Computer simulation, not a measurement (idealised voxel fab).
Title: Process Module voxel self aligned vias
Each square cell in cross-section cut measures 5 nm, and the section as a whole is 175 nm wide.
A cross-section is written here as square cells arranged in a grid, and it is given in bands from the top down, each band taking up one or more rows of cells. Heads up on the band format: heights come first, top then bottom, in nm. After that it's the materials left to right, each with its width in nm. A single material flagged "edge to edge" fills the whole band edge to edge, and "air" means there's empty space there. The level at which height equals 0 is the one under which the wafer, as it arrives, is entirely one material. No lower edge exists for the bottom band, which continues downward and is notated as in "0 down". The notation "30..40" denotes a width that varies across the rows of cells in the band, beginning at the first number in the top row, finishing at the second number in the bottom row, and changing by an identical amount from each row to the next. Basically "remained unchanged" means that step didn't change any cell in the cross-section. Entry "Internal closed voids" = empty spaces >= 8 cells with no open way to the top; each as width x height at distance, distance from left edge, all nm. The remark found on a step's line after its settings is issued by the simulator itself and pertains to that step. overlay nm: where the mask lay relative to plan, measured to the right, on steps with a mask; negatives go left.

SO HERE'S THE LINEUP OF PROCESS STEPS WE PLANNED
| 1 | RECEIVE | material Si |
| 2 | CONFORMAL_DEP | material SiO2 | thk nm 10 |
| 3 | CONFORMAL_DEP | material SiCN | thk nm 5 |
| 4 | DIRECTIONAL_DEP | material SiO2 | thk nm 25 |
| 5 | PATTERN | tone open | mask id LINES | material resist | width nm 30 | pitch nm 65 | thk nm 20 | overlay nm 0 |
| 6 | DIRECTIONAL_ETCH | etch materials SiO2 | depth nm 25 |
| 7 | STRIP | etch materials resist |
| 8 | CONFORMAL_DEP | material TiN | thk nm 5 |
| 9 | FILL_DEP | material W | thk nm 10 |
| 10 | CMP | height nm 40 |
| 11 | SELECTIVE_ETCH | etch materials W Ru TiN | depth nm 10 |
| 12 | FILL_DEP | material SiN | thk nm 10 |
| 13 | CMP | height nm 40 |
| 14 | DIRECTIONAL_DEP | material SiO2 | thk nm 15 |
| 15 | DIRECTIONAL_DEP | material aC | thk nm 10 |
| 16 | PATTERN | tone open | mask id VIAS | material resist | width nm 40 | thk nm 25 | overlay nm 0 |
| 17 | DIRECTIONAL_ETCH | etch materials aC | depth nm 10 |
| 18 | STRIP | etch materials resist |
| 19 | DIRECTIONAL_ETCH | etch materials SiO2 | depth nm 15 |
| 20 | DIRECTIONAL_ETCH | etch materials SiN | depth nm 10 |
| 21 | STRIP | etch materials aC |
| 22 | CONFORMAL_DEP | material TiN | thk nm 5 |
| 23 | FILL_DEP | material Ru | thk nm 10 |
| 24 | CMP | height nm 55 |
| 25 | CONFORMAL_DEP | material SiN | thk nm 5 |
The plan shows the width nm of step 16 as the first wafer had it; this setting differs between the wafers, which start out alike.

FIRST OF SEVERAL WAFERS, RECEIVED AFTER STEP 1, IN CROSS-SECTION
    0 down | Si edge to edge
    Internal closed voids: none

TABULATED BELOW, WAFER BY WAFER, ARE THE END-OF-MODULE RESULTS: FOR EACH MATERIAL, THE NUMBER OF CELLS GAINED (+) OR LOST (-) RELATIVE TO THE AS-RECEIVED STATE, FOLLOWED BY THE CLOSED VOIDS
width nm 40 | +20 Ru | +35 SiCN | +47 SiN | +266 SiO2 | +36 TiN | +16 W | Internal closed voids: none
width nm 45 | +22 Ru | +35 SiCN | +47 SiN | +263 SiO2 | +37 TiN | +16 W | Internal closed voids: none
width nm 50 | +24 Ru | +35 SiCN | +47 SiN | +260 SiO2 | +38 TiN | +16 W | Internal closed voids: none
width nm 55 | +26 Ru | +35 SiCN | +47 SiN | +257 SiO2 | +39 TiN | +16 W | Internal closed voids: none
width nm 60 | +28 Ru | +35 SiCN | +47 SiN | +254 SiO2 | +40 TiN | +16 W | Internal closed voids: none
width nm 65 | +30 Ru | +35 SiCN | +47 SiN | +251 SiO2 | +41 TiN | +16 W | Internal closed voids: none
